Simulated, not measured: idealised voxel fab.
Proc. module: voxel capacitor over wiring
Cross-section cut spans 275 nm and uses square cells 5 nm in size.
A cross-section is a grid of square cells, given in bands from the top down. A band is one or more rows of cells.
Top, bottom (nm), then materials left to right with widths (nm); lone material tagged "edge to edge" fills the whole band edge to edge; "empty" = empty space.
Heights from 0 (as-received wafer is one material below). Bottom band endless downward, as "0 nm and below".
Graded width ("30..40"): value in top row of band = first number; value in bottom row = second number; row-to-row change constant.
"no modification" after a step means that no cell of the cross-section changed.
Under "Completely enclosed voids" you'll find the enclosed gaps, the ones with no way out to the top, that are 8 cells or bigger; each reads width x height at distance, with distance counted from the left edge, everything in nm.
Text after the settings on a step's line: the simulator's own remark on that step.
The "overlay nm" setting may appear on a step's line; for a step that uses a mask, it gives how far to the right of its planned position the mask lay, and a negative value indicates the left.
Listed below are the process steps as planned
1 RECEIVE: material Si
2 CONFORMAL_DEP: material SiO2, thk nm 10
3 DIRECTIONAL_DEP: material TiN, thk nm 5
4 DIRECTIONAL_DEP: material W, thk nm 20
5 PATTERN: tone cover, mask id METAL_1, material resist, width nm 30, pitch nm 95, thk nm 15, overlay nm 0
6 DIRECTIONAL_ETCH: etch materials W, depth nm 20
7 DIRECTIONAL_ETCH: etch materials TiN, depth nm 5
8 STRIP: etch materials resist
9 FILL_DEP: material lowk, thk nm 10
10 CMP: height nm 35
11 CONFORMAL_DEP: material SiCN, thk nm 5
12 DIRECTIONAL_DEP: material lowk, thk nm 10
13 DIRECTIONAL_DEP: material aC, thk nm 15
14 PATTERN: tone open, mask id PLUG_1, material resist, width nm 15, thk nm 35, overlay nm 0
15 DIRECTIONAL_ETCH: etch materials aC, depth nm 15
16 STRIP: etch materials resist
17 DIRECTIONAL_ETCH: etch materials lowk, depth nm 10
18 DIRECTIONAL_ETCH: etch materials SiCN, depth nm 5
19 STRIP: etch materials aC
20 EPI: material Ru, thk nm 10
21 EPI: material Ru, thk nm 5
22 DIRECTIONAL_DEP: material TiN, thk nm 10
23 DIRECTIONAL_DEP: material SiN, thk nm 5
24 DIRECTIONAL_DEP: material TiN, thk nm 5
25 MASKED_ETCH: tone cover, mask id UPPER_PLATE, width nm 70, etch materials TiN, depth nm 5, overlay nm 0
26 MASKED_ETCH: tone cover, mask id UPPER_PLATE, width nm 70, etch materials SiN, depth nm 5, overlay nm 0
27 MASKED_ETCH: tone cover, mask id LOWER_PLATE, width nm 80, etch materials TiN, depth nm 10, overlay nm 0
28 FILL_DEP: material SiO2, thk nm 15
29 CMP: height nm 80
30 DIRECTIONAL_DEP: material aC, thk nm 10
31 PATTERN: tone open, mask id PLUG_2, material resist, width nm 15, thk nm 25, overlay nm 0
32 DIRECTIONAL_ETCH: etch materials aC, depth nm 10
33 STRIP: etch materials resist
34 DIRECTIONAL_ETCH: etch materials SiO2, depth nm 10
35 STRIP: etch materials aC
36 CONFORMAL_DEP: material TiN, thk nm 5
37 FILL_DEP: material Cu, thk nm 10
38 CMP: height nm 80
39 CONFORMAL_DEP: material SiCN, thk nm 5
The value of width nm given for step 14 in the plan refers to the first wafer; the wafers vary in this setting and are alike at the start.
Sectional view: first of several wafers, as received, after step 1
* 0 nm and below: Si edge to edge
* Completely enclosed voids: none
The cross-section of the first of several wafers is given below for the end of the module, after its final step, step 39
* 85 nm to 80 nm: SiCN edge to edge
* 80 nm to 75 nm: SiO2 (100)  TiN (5)  Cu (5)  TiN (5)  SiO2 (160)
* 75 nm to 65 nm: SiO2 (100..90)  TiN (15..70)  SiO2 (160..115)
* 65 nm to 60 nm: SiO2 (90)  SiN (70)  SiO2 (115)
* 60 nm to 50 nm: SiO2 (85)  TiN (80)  SiO2 (110)
* 50 nm to 40 nm: lowk (90)  Ru (15)  lowk (170)
* 40 nm to 35 nm: SiCN (90)  Ru (15)  SiCN (170)
* 35 nm to 15 nm: lowk (75)  W (30)  lowk (65)  W (30)  lowk (75)
* 15 nm to 10 nm: lowk (75)  TiN (30)  lowk (65)  TiN (30)  lowk (75)
* 10 nm to 0 nm: SiO2 edge to edge
* 0 nm and below: Si edge to edge
* Completely enclosed voids: none
So this is the cross-section on the last wafer at the end of the module
* 85 nm to 80 nm: SiCN edge to edge
* 80 nm to 75 nm: SiO2 (100)  TiN (5)  Cu (5)  TiN (5)  SiO2 (160)
* 75 nm to 65 nm: SiO2 (100..90)  TiN (15..70)  SiO2 (160..115)
* 65 nm to 60 nm: SiO2 (90)  SiN (70)  SiO2 (115)
* 60 nm to 50 nm: SiO2 (85)  TiN (80)  SiO2 (110)
* 50 nm to 40 nm: lowk (85)  Ru (30)  lowk (160)
* 40 nm to 35 nm: SiCN (85)  Ru (30)  SiCN (160)
* 35 nm to 15 nm: lowk (75)  W (30)  lowk (65)  W (30)  lowk (75)
* 15 nm to 10 nm: lowk (75)  TiN (30)  lowk (65)  TiN (30)  lowk (75)
* 10 nm to 0 nm: SiO2 edge to edge
* 0 nm and below: Si edge to edge
* Completely enclosed voids: none
Quick key for the table: a row per wafer, taken at the end of the module. For each material it tells you how many cells the wafer gained (+) or lost (-) since it came in, and the closed voids come after
width nm 15 | +1 Cu | +9 Ru | +107 SiCN | +14 SiN | +374 SiO2 | +63 TiN | +48 W | +319 lowk | Completely enclosed voids: none
width nm 20 | +1 Cu | +12 Ru | +106 SiCN | +14 SiN | +374 SiO2 | +63 TiN | +48 W | +317 lowk | Completely enclosed voids: none
width nm 25 | +1 Cu | +15 Ru | +105 SiCN | +14 SiN | +374 SiO2 | +63 TiN | +48 W | +315 lowk | Completely enclosed voids: none
width nm 30 | +1 Cu | +18 Ru | +104 SiCN | +14 SiN | +374 SiO2 | +63 TiN | +48 W | +313 lowk | Completely enclosed voids: none
